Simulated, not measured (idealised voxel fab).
Process module name: voxel wiring stack
Cross-section cut: width 300 nm, square cells of 5 nm.
This document writes a cross-section as a grid whose cells are square, and gives it as bands, listed from the top down; one or more rows of cells form a band.
The band entry comprises the height of the band's top followed by the height of its bottom, expressed in nm, and subsequently the band's materials from left to right, each stated together with its width in nm. Where a single material is marked with the word "everywhere", that material fills the band from edge to edge. The word "empty" represents empty space.
Convention: height 0 is the level below which the wafer, as received, is all one material. The lowest band does not terminate at the bottom but continues downward, represented as "0 -> down".
A width given as "30..40" starts at the first number in the band's top row and ends at the second number in its bottom row, shifting by an equal amount at every step from row to row.
Step marked "remained the same"? Then no cell in the cross-section changed in it.
You'll see "closed voids" listing empty spaces that have no way open to the top, as long as they're 8 cells or more; the notation is width x height at distance, where the distance is from the left edge, and all of it is in nm.
What comes after the settings on a step's line is commentary from the simulator itself on that step.
overlay nm: on a step with a mask, how far right of its planned place the mask lay; negative means left.

Plan:
1 RECEIVE (material Si)
2 CONFORMAL_DEP (material SiO2; thk nm 15)
3 CONFORMAL_DEP (material SiN; thk nm 5)
4 DIRECTIONAL_DEP (material SiO2; thk nm 15)
5 DIRECTIONAL_DEP (material aC; thk nm 10)
6 PATTERN (tone open; mask id METAL_1; material resist; width nm 30; pitch nm 55; thk nm 25; overlay nm 0)
7 DIRECTIONAL_ETCH (etch materials aC; depth nm 10)
8 STRIP (etch materials resist)
9 DIRECTIONAL_ETCH (etch materials SiO2; depth nm 15)
10 DIRECTIONAL_ETCH (etch materials SiN; depth nm 5)
11 STRIP (etch materials aC)
12 CONFORMAL_DEP (material TiN; thk nm 5)
13 FILL_DEP (material Ru; thk nm 10)
14 CMP (height nm 35)
15 CONFORMAL_DEP (material SiCN; thk nm 5)
16 DIRECTIONAL_DEP (material lowk; thk nm 30)
17 PATTERN (tone open; mask id METAL_2; material resist; width nm 30; pitch nm 55; thk nm 20; overlay nm 0)
18 DIRECTIONAL_ETCH (etch materials lowk; depth nm 20)
19 STRIP (etch materials resist)
20 MASKED_ETCH (tone open; mask id METAL_2_HOLES; width nm 15; pitch nm 55; etch materials lowk; depth nm 10; overlay nm 0)
21 MASKED_ETCH (tone open; mask id METAL_2_HOLES; width nm 15; pitch nm 55; etch materials SiCN; depth nm 5; overlay nm 0)
22 CONFORMAL_DEP (material TiN; thk nm 5)
23 FILL_DEP (material Cu; thk nm 10)
24 CMP (height nm 70)
25 CONFORMAL_DEP (material SiCN; thk nm 5)
26 DIRECTIONAL_DEP (material SiO2; thk nm 30)
27 MASKED_ETCH (tone open; mask id METAL_3_HOLES; width nm 15; pitch nm 55; etch materials SiO2; depth nm 30; overlay nm 0)
28 MASKED_ETCH (tone open; mask id METAL_3; width nm 30; pitch nm 55; etch materials SiO2; depth nm 20; overlay nm 0)
29 MASKED_ETCH (tone open; mask id METAL_3; width nm 30; pitch nm 55; etch materials SiCN; depth nm 5; overlay nm 0)
30 CONFORMAL_DEP (material TiN; thk nm 5)
31 FILL_DEP (material Cu; thk nm 5)
32 CMP (height nm 105)
33 CONFORMAL_DEP (material SiCN; thk nm 5)
34 DIRECTIONAL_DEP (material lowk; thk nm 30)
35 MASKED_ETCH (tone open; mask id METAL_4_HOLES; width nm 15; pitch nm 55; etch materials lowk; depth nm 30; overlay nm 0)
36 DIRECTIONAL_DEP (material aC; thk nm 10)
37 PATTERN (tone open; mask id METAL_4; material resist; width nm 30; pitch nm 55; thk nm 30; overlay nm 0)
38 DIRECTIONAL_ETCH (etch materials aC; depth nm 10)
39 STRIP (etch materials resist)
40 DIRECTIONAL_ETCH (etch materials lowk; depth nm 20)
41 DIRECTIONAL_ETCH (etch materials SiCN; depth nm 5)
42 STRIP (etch materials aC)
43 CONFORMAL_DEP (material TiN; thk nm 5)
44 FILL_DEP (material Cu; thk nm 5)
45 CMP (height nm 140)
46 CONFORMAL_DEP (material SiN; thk nm 5)

As-received state of the wafer in cross-section, equivalent to post-step 1:
	0 -> down | Si everywhere
	closed voids: none

Module complete - cross-section of the first of two wafers, run according to plan:
	145 -> 140 | SiN everywhere
	140 -> 125 | 80 nm lowk, 5 nm TiN, 20 nm Cu, 5 nm TiN, 25 nm lowk, 5 nm TiN, 20 nm Cu, 5 nm TiN, 25 nm lowk, 5 nm TiN, 20 nm Cu, 5 nm TiN, 80 nm lowk
	125 -> 120 | 80 nm lowk, 5 nm TiN, 5 nm Cu, 20 nm TiN, 25 nm lowk, 5 nm TiN, 5 nm Cu, 20 nm TiN, 25 nm lowk, 5 nm TiN, 5 nm Cu, 20 nm TiN, 80 nm lowk
	120 -> 110 | 80 nm lowk, 5 nm TiN, 5 nm Cu, 5 nm TiN, 40 nm lowk, 5 nm TiN, 5 nm Cu, 5 nm TiN, 40 nm lowk, 5 nm TiN, 5 nm Cu, 5 nm TiN, 95 nm lowk
	110 -> 105 | 80 nm SiCN, 15 nm TiN, 40 nm SiCN, 15 nm TiN, 40 nm SiCN, 15 nm TiN, 95 nm SiCN
	105 -> 90 | 80 nm SiO2, 5 nm TiN, 20 nm Cu, 5 nm TiN, 25 nm SiO2, 5 nm TiN, 20 nm Cu, 5 nm TiN, 25 nm SiO2, 5 nm TiN, 20 nm Cu, 5 nm TiN, 80 nm SiO2
	90 -> 85 | 80 nm SiO2, 5 nm TiN, 5 nm Cu, 20 nm TiN, 25 nm SiO2, 5 nm TiN, 5 nm Cu, 20 nm TiN, 25 nm SiO2, 5 nm TiN, 5 nm Cu, 20 nm TiN, 80 nm SiO2
	85 -> 75 | 80 nm SiO2, 5 nm TiN, 5 nm Cu, 5 nm TiN, 40 nm SiO2, 5 nm TiN, 5 nm Cu, 5 nm TiN, 40 nm SiO2, 5 nm TiN, 5 nm Cu, 5 nm TiN, 95 nm SiO2
	75 -> 70 | 80 nm SiCN, 15 nm TiN, 40 nm SiCN, 15 nm TiN, 40 nm SiCN, 15 nm TiN, 95 nm SiCN
	70 -> 55 | 80 nm lowk, 5 nm TiN, 20 nm Cu, 5 nm TiN, 25 nm lowk, 5 nm TiN, 20 nm Cu, 5 nm TiN, 25 nm lowk, 5 nm TiN, 20 nm Cu, 5 nm TiN, 80 nm lowk
	55 -> 50 | 80 nm lowk, 5 nm TiN, 5 nm Cu, 20 nm TiN, 25 nm lowk, 5 nm TiN, 5 nm Cu, 20 nm TiN, 25 nm lowk, 5 nm TiN, 5 nm Cu, 20 nm TiN, 80 nm lowk
	50 -> 40 | 80 nm lowk, 5 nm TiN, 5 nm Cu, 5 nm TiN, 40 nm lowk, 5 nm TiN, 5 nm Cu, 5 nm TiN, 40 nm lowk, 5 nm TiN, 5 nm Cu, 5 nm TiN, 95 nm lowk
	40 -> 35 | 80 nm SiCN, 15 nm TiN, 40 nm SiCN, 15 nm TiN, 40 nm SiCN, 15 nm TiN, 95 nm SiCN
	35 -> 20 | 80 nm SiO2, 5 nm TiN, 20 nm Ru, 5 nm TiN, 25 nm SiO2, 5 nm TiN, 20 nm Ru, 5 nm TiN, 25 nm SiO2, 5 nm TiN, 20 nm Ru, 5 nm TiN, 80 nm SiO2
	20 -> 15 | 80 nm SiN, 30 nm TiN, 25 nm SiN, 30 nm TiN, 25 nm SiN, 30 nm TiN, 80 nm SiN
	15 -> 0 | SiO2 everywhere
	0 -> down | Si everywhere
	closed voids: none

Now the second wafer, cross-sectioned at the end of the module. Nothing different at the start, nothing different in the plan compared with the first, just one mistake when it was actually run:
	145 -> 140 | SiN everywhere
	140 -> 125 | 80 nm lowk, 5 nm TiN, 20 nm Cu, 5 nm TiN, 25 nm lowk, 5 nm TiN, 20 nm Cu, 5 nm TiN, 25 nm lowk, 5 nm TiN, 20 nm Cu, 5 nm TiN, 80 nm lowk
	125 -> 120 | 80 nm lowk, 5 nm TiN, 5 nm Cu, 20 nm TiN, 25 nm lowk, 5 nm TiN, 5 nm Cu, 20 nm TiN, 25 nm lowk, 5 nm TiN, 5 nm Cu, 20 nm TiN, 80 nm lowk
	120 -> 110 | 80 nm lowk, 5 nm TiN, 5 nm Cu, 5 nm TiN, 40 nm lowk, 5 nm TiN, 5 nm Cu, 5 nm TiN, 40 nm lowk, 5 nm TiN, 5 nm Cu, 5 nm TiN, 95 nm lowk
	110 -> 105 | 80 nm SiCN, 15 nm TiN, 40 nm SiCN, 15 nm TiN, 40 nm SiCN, 15 nm TiN, 95 nm SiCN
	105 -> 85 | 80 nm SiO2, 5 nm TiN, 20 nm Cu, 5 nm TiN, 25 nm SiO2, 5 nm TiN, 20 nm Cu, 5 nm TiN, 25 nm SiO2, 5 nm TiN, 20 nm Cu, 5 nm TiN, 80 nm SiO2
	85 -> 80 | 80 nm SiO2, 5 nm TiN, 5 nm Cu, 20 nm TiN, 25 nm SiO2, 5 nm TiN, 5 nm Cu, 20 nm TiN, 25 nm SiO2, 5 nm TiN, 5 nm Cu, 20 nm TiN, 80 nm SiO2
	80 -> 75 | 80 nm SiO2, 15 nm TiN, 40 nm SiO2, 15 nm TiN, 40 nm SiO2, 15 nm TiN, 95 nm SiO2
	75 -> 70 | SiCN everywhere
	70 -> 55 | 80 nm lowk, 5 nm TiN, 20 nm Cu, 5 nm TiN, 25 nm lowk, 5 nm TiN, 20 nm Cu, 5 nm TiN, 25 nm lowk, 5 nm TiN, 20 nm Cu, 5 nm TiN, 80 nm lowk
	55 -> 50 | 80 nm lowk, 5 nm TiN, 5 nm Cu, 20 nm TiN, 25 nm lowk, 5 nm TiN, 5 nm Cu, 20 nm TiN, 25 nm lowk, 5 nm TiN, 5 nm Cu, 20 nm TiN, 80 nm lowk
	50 -> 40 | 80 nm lowk, 5 nm TiN, 5 nm Cu, 5 nm TiN, 40 nm lowk, 5 nm TiN, 5 nm Cu, 5 nm TiN, 40 nm lowk, 5 nm TiN, 5 nm Cu, 5 nm TiN, 95 nm lowk
	40 -> 35 | 80 nm SiCN, 15 nm TiN, 40 nm SiCN, 15 nm TiN, 40 nm SiCN, 15 nm TiN, 95 nm SiCN
	35 -> 20 | 80 nm SiO2, 5 nm TiN, 20 nm Ru, 5 nm TiN, 25 nm SiO2, 5 nm TiN, 20 nm Ru, 5 nm TiN, 25 nm SiO2, 5 nm TiN, 20 nm Ru, 5 nm TiN, 80 nm SiO2
	20 -> 15 | 80 nm SiN, 30 nm TiN, 25 nm SiN, 30 nm TiN, 25 nm SiN, 30 nm TiN, 80 nm SiN
	15 -> 0 | SiO2 everywhere
	0 -> down | Si everywhere
	closed voids: none
Processing error: step 29 ran as: MASKED_ETCH (tone open; mask id METAL_3; width nm 30; pitch nm 55; etch materials SiO2; depth nm 5; overlay nm 0)
Once processing is complete, comparing cell counts shows that the second wafer has more or fewer of certain materials than the first: Cu: 6 more; SiCN: 9 more; SiO2: 9 fewer; TiN: 6 fewer
